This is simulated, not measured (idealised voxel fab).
Proc. module: voxel ribs on slabs
The cross-section shown here is cut; it is 140 nm wide and divided into square cells measuring 5 nm on a side.
How to read a cross-section here: the picture is a grid of square cells, written as bands going from the top down, and any band can span one or more rows of cells. A band entry consists of two parts. The first gives the height of the band's top and the height of its bottom, in nm. The rest lists the band's materials from left to right, each with its width in nm. A single material labelled with the word "edge to edge" fills the band from edge to edge, and the word "air" marks empty space. Height is counted from the level 0, under which the received wafer is composed throughout of one material. The lowest of the bands is not closed at the bottom but continues downward, in the notation "z 0 and below". Quick explanation for "30->40": the width changes in equal steps down the rows of cells, from the first number in the band's top row to the second number in its bottom row. Step marked "stayed the same"? Then no cell in the cross-section changed in it. "Trapped voids" specifies each empty space that is not open to the top and that occupies no fewer than 8 cells, using the form width x height at distance, the distance measured from the left edge and all three quantities in nm. Note: text after step settings on the step line = simulator remark on that step. Among the settings permitted on a step's line is "overlay nm"; applied to a step with a mask, it specifies the extent to which the mask lay to the right of its planned position, whereas a negative figure signifies a position to the left.
THIS SECTION LISTS THE PROCESS STEPS THAT WERE PLANNED
step 1: RECEIVE (material Si)
step 2: DIRECTIONAL_DEP (material SiO2; thk nm 30)
step 3: DIRECTIONAL_DEP (material SiN; thk nm 20)
step 4: MASKED_ETCH (tone cover; mask id RIB; width nm 20; etch materials SiN; depth nm 5; overlay nm 0)
step 5: PATTERN (tone cover; mask id SLAB; material resist; width nm 50; thk nm 15; overlay nm 0)
step 6: DIRECTIONAL_ETCH (etch materials SiN; depth nm 15)
step 7: STRIP (etch materials resist)
step 8: FILL_DEP (material SiO2; thk nm 25)
step 9: CMP (height nm 65)
step 10: DIRECTIONAL_DEP (material W; thk nm 10)
step 11: DIRECTIONAL_DEP (material aC; thk nm 15)
step 12: PATTERN (tone cover; mask id HEATER; material resist; width nm 30; thk nm 35; overlay nm 0)
step 13: DIRECTIONAL_ETCH (etch materials aC; depth nm 15)
step 14: STRIP (etch materials resist)
step 15: DIRECTIONAL_ETCH (etch materials W; depth nm 10)
step 16: STRIP (etch materials aC)
step 17: CONFORMAL_DEP (material SiN; thk nm 5)
THE FOLLOWING PERTAINS TO THE FIRST OF TWO WAFERS, WHICH WAS PROCESSED AS PLANNED
CROSS-SECTION OF THE WAFER AS IT CAME TO US, I.E., ALREADY THROUGH STEP 1
	z 0 and below: Si edge to edge
	Trapped voids: none
CROSS-SECTION THROUGH THE WAFER, STEP 2 FINISHED
	z 30 to 0: SiO2 edge to edge
	Below 0, the layers are the same as they were.
CROSS-SECTION THROUGH THE WAFER, STEP 3 FINISHED
	z 50 to 30: SiN edge to edge
	Below 30, the layers are the same as they were.
CROSS-SECTION THROUGH THE WAFER, STEP 4 FINISHED
	z 50 to 45: 60 air  20 SiN  60 air
	Below 45, the layers are the same as they were.
CROSS-SECTION THROUGH THE WAFER, STEP 5 FINISHED
	z 65 to 50: 45 air  50 resist  45 air
	z 50 to 45: 45 air  15 resist  20 SiN  15 resist  45 air
	Below 45, the layers are the same as they were.
CROSS-SECTION THROUGH THE WAFER, STEP 6 FINISHED
	z 65 to 50: 45 air  50 resist  45 air
	z 50 to 45: 45 air  15 resist  20 SiN  15 resist  45 air
	z 45 to 30: 45 air  50 SiN  45 air
	Below 30, the layers are the same as they were.
CROSS-SECTION THROUGH THE WAFER, STEP 7 FINISHED
	z 50 to 45: 60 air  20 SiN  60 air
	Below 45, the layers are the same as they were.
CROSS-SECTION THROUGH THE WAFER, STEP 8 FINISHED
	z 75 to 50: SiO2 edge to edge
	z 50 to 45: 60 SiO2  20 SiN  60 SiO2
	z 45 to 30: 45 SiO2  50 SiN  45 SiO2
	Below 30, the layers are the same as they were.
CROSS-SECTION THROUGH THE WAFER, STEP 9 FINISHED
	z 65 to 50: SiO2 edge to edge
	Below 50, the layers are the same as they were.
CROSS-SECTION THROUGH THE WAFER, STEP 10 FINISHED
	z 75 to 65: W edge to edge
	Below 65, the layers are the same as they were.
CROSS-SECTION THROUGH THE WAFER, STEP 11 FINISHED
	z 90 to 75: aC edge to edge
	Below 75, the layers are the same as they were.
CROSS-SECTION THROUGH THE WAFER, STEP 12 FINISHED
	z 125 to 90: 55 air  30 resist  55 air
	Below 90, the layers are the same as they were.
CROSS-SECTION THROUGH THE WAFER, STEP 13 FINISHED
	z 110 to 90: 55 air  30 resist  55 air
	z 90 to 75: 55 air  30 aC  55 air
	Below 75, the layers are the same as they were.
CROSS-SECTION THROUGH THE WAFER, STEP 14 FINISHED
	z 90 to 75: 55 air  30 aC  55 air
	Below 75, the layers are the same as they were.
CROSS-SECTION THROUGH THE WAFER, STEP 15 FINISHED
	z 90 to 75: 55 air  30 aC  55 air
	z 75 to 65: 55 air  30 W  55 air
	Below 65, the layers are the same as they were.
CROSS-SECTION THROUGH THE WAFER, STEP 16 FINISHED
	z 75 to 65: 55 air  30 W  55 air
	Below 65, the layers are the same as they were.
CROSS-SECTION THROUGH THE WAFER, STEP 17 FINISHED
	z 80 to 75: 50 air  40 SiN  50 air
	z 75 to 70: 50 air  5 SiN  30 W  5 SiN  50 air
	z 70 to 65: 55 SiN  30 W  55 SiN
	Below 65, the layers are the same as they were.
WAFER TWO OF THE PAIR: SAME ORIGIN, SAME PLAN, ONE ERROR DURING THE RUN; IDENTICAL TO WAFER ONE UP TO AND INCLUDING STEP 1
WHAT THE SECOND WAFER LOOKS LIKE IN CROSS-SECTION WHEN STEP 2 SHOULD HAVE WRAPPED UP
	z 60 to 0: SiO2 edge to edge
	Below 0, the layers are the same as they were.
WHAT THE SECOND WAFER LOOKS LIKE IN CROSS-SECTION WHEN STEP 3 SHOULD HAVE WRAPPED UP
	z 80 to 60: SiN edge to edge
	Below 60, the layers are the same as they were.
WHAT THE SECOND WAFER LOOKS LIKE IN CROSS-SECTION WHEN STEP 4 SHOULD HAVE WRAPPED UP
	z 80 to 75: 60 air  20 SiN  60 air
	Below 75, the layers are the same as they were.
WHAT THE SECOND WAFER LOOKS LIKE IN CROSS-SECTION WHEN STEP 5 SHOULD HAVE WRAPPED UP
	z 95 to 80: 45 air  50 resist  45 air
	z 80 to 75: 45 air  15 resist  20 SiN  15 resist  45 air
	Below 75, the layers are the same as they were.
WHAT THE SECOND WAFER LOOKS LIKE IN CROSS-SECTION WHEN STEP 6 SHOULD HAVE WRAPPED UP
	z 95 to 80: 45 air  50 resist  45 air
	z 80 to 75: 45 air  15 resist  20 SiN  15 resist  45 air
	z 75 to 60: 45 air  50 SiN  45 air
	Below 60, the layers are the same as they were.
WHAT THE SECOND WAFER LOOKS LIKE IN CROSS-SECTION WHEN STEP 7 SHOULD HAVE WRAPPED UP
	z 80 to 75: 60 air  20 SiN  60 air
	Below 75, the layers are the same as they were.
WHAT THE SECOND WAFER LOOKS LIKE IN CROSS-SECTION WHEN STEP 8 SHOULD HAVE WRAPPED UP
	z 105 to 80: SiO2 edge to edge
	z 80 to 75: 60 SiO2  20 SiN  60 SiO2
	z 75 to 60: 45 SiO2  50 SiN  45 SiO2
	Below 60, the layers are the same as they were.
WHAT THE SECOND WAFER LOOKS LIKE IN CROSS-SECTION WHEN STEP 9 SHOULD HAVE WRAPPED UP
	z 65 to 60: 45 SiO2  50 SiN  45 SiO2
	Below 60, the layers are the same as they were.
WHAT THE SECOND WAFER LOOKS LIKE IN CROSS-SECTION WHEN STEP 10 SHOULD HAVE WRAPPED UP
	z 75 to 65: W edge to edge
	Below 65, the layers are the same as they were.
WHAT THE SECOND WAFER LOOKS LIKE IN CROSS-SECTION WHEN STEP 11 SHOULD HAVE WRAPPED UP
	z 90 to 75: aC edge to edge
	Below 75, the layers are the same as they were.
WHAT THE SECOND WAFER LOOKS LIKE IN CROSS-SECTION WHEN STEP 12 SHOULD HAVE WRAPPED UP
	z 125 to 90: 55 air  30 resist  55 air
	Below 90, the layers are the same as they were.
WHAT THE SECOND WAFER LOOKS LIKE IN CROSS-SECTION WHEN STEP 13 SHOULD HAVE WRAPPED UP
	z 110 to 90: 55 air  30 resist  55 air
	z 90 to 75: 55 air  30 aC  55 air
	Below 75, the layers are the same as they were.
WHAT THE SECOND WAFER LOOKS LIKE IN CROSS-SECTION WHEN STEP 14 SHOULD HAVE WRAPPED UP
	z 90 to 75: 55 air  30 aC  55 air
	Below 75, the layers are the same as they were.
WHAT THE SECOND WAFER LOOKS LIKE IN CROSS-SECTION WHEN STEP 15 SHOULD HAVE WRAPPED UP
	z 90 to 75: 55 air  30 aC  55 air
	z 75 to 65: 55 air  30 W  55 air
	Below 65, the layers are the same as they were.
WHAT THE SECOND WAFER LOOKS LIKE IN CROSS-SECTION WHEN STEP 16 SHOULD HAVE WRAPPED UP
	z 75 to 65: 55 air  30 W  55 air
	Below 65, the layers are the same as they were.
WHAT THE SECOND WAFER LOOKS LIKE IN CROSS-SECTION WHEN STEP 17 SHOULD HAVE WRAPPED UP
	z 80 to 75: 50 air  40 SiN  50 air
	z 75 to 70: 50 air  5 SiN  30 W  5 SiN  50 air
	z 70 to 65: 55 SiN  30 W  55 SiN
	Below 65, the layers are the same as they were.
Misprocessing identified: yeah, plan step 2 got run twice
Final wafer comparison in cells, second versus first, more or fewer per material: -24 SiN, +24 SiO2
